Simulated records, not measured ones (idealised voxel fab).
Documented hereafter: the process module known as voxel released beams.
cross-section cut | 190 nm wide | cells 5 nm
A cross-section in this document is a grid of square cells, and it is written down as bands, the top band listed before the ones below it; a band is made up of one or more rows of cells. Top height, bottom height, nm. Materials left to right, width each, nm. Single material + "everywhere" = fills band edge to edge. "empty" = empty. It should be noted that heights are counted from 0, beneath which the wafer as supplied is of one material throughout, and that the lowest band possesses no lower boundary but continues downward, as written in "from 0 down". A width given as "30 to 40" starts at the first number in the band's top row and ends at the second number in its bottom row, shifting by an equal amount at every step from row to row. When a step is marked "same as before", none of the cells in the cross-section changed during that step. Entry "Voids, fully enclosed". Content: empty spaces with no open connection to the top, size 8 cells or greater. Each: width x height at distance. Distance: from left edge. Unit: nm. Read whatever lies past the settings on a step's line as the simulator's own remark about the step. overlay nm: where the mask lay relative to plan, measured to the right, on steps with a mask; negatives go left.
PROCESS STEPS FORESEEN IN THE PLAN
step 1: RECEIVE | material Si
step 2: CONFORMAL_DEP | material Al2O3 | thk nm 5
step 3: DIRECTIONAL_DEP | material SiO2 | thk nm 20
step 4: MASKED_ETCH | tone open | mask id ANCHOR | width nm 35 | etch materials SiO2 | depth nm 20 | overlay nm 0
step 5: CONFORMAL_DEP | material W | thk nm 15
step 6: MASKED_ETCH | tone cover | mask id BEAM | width nm 90 | etch materials W | depth nm 5 | overlay nm 0
step 7: STRIP | etch materials SiO2
For clarity, it should be stated that the wafers under discussion commence in an identical condition and differ with respect to the depth nm of step 6, the plan indicating the value that the first wafer had.
THIS IS HOW THE FIRST OF SEVERAL WAFERS LOOKED IN CROSS-SECTION WHEN IT ARRIVED, WHICH IS AFTER STEP 1
	from 0 down  Si everywhere
	Voids, fully enclosed: none
FOR YOUR REFERENCE, THE TABLE IS ORGANIZED WITH A ROW PER WAFER; EACH ROW REFLECTS THE WAFER AT THE END OF THE MODULE, INDICATING FOR EACH MATERIAL THE CELLS GAINED (+) OR LOST (-) SINCE RECEIPT, AND THEREAFTER ITS CLOSED VOIDS
depth nm 5 | +38 Al2O3 | +124 SiO2 | +118 W | Voids, fully enclosed: none
depth nm 10 | +38 Al2O3 | +124 SiO2 | +98 W | Voids, fully enclosed: none
depth nm 15 | +38 Al2O3 | +78 W | Voids, fully enclosed: none
depth nm 20 | +38 Al2O3 | +78 W | Voids, fully enclosed: none
depth nm 25 | +38 Al2O3 | +78 W | Voids, fully enclosed: none
depth nm 30 | +38 Al2O3 | +78 W | Voids, fully enclosed: none
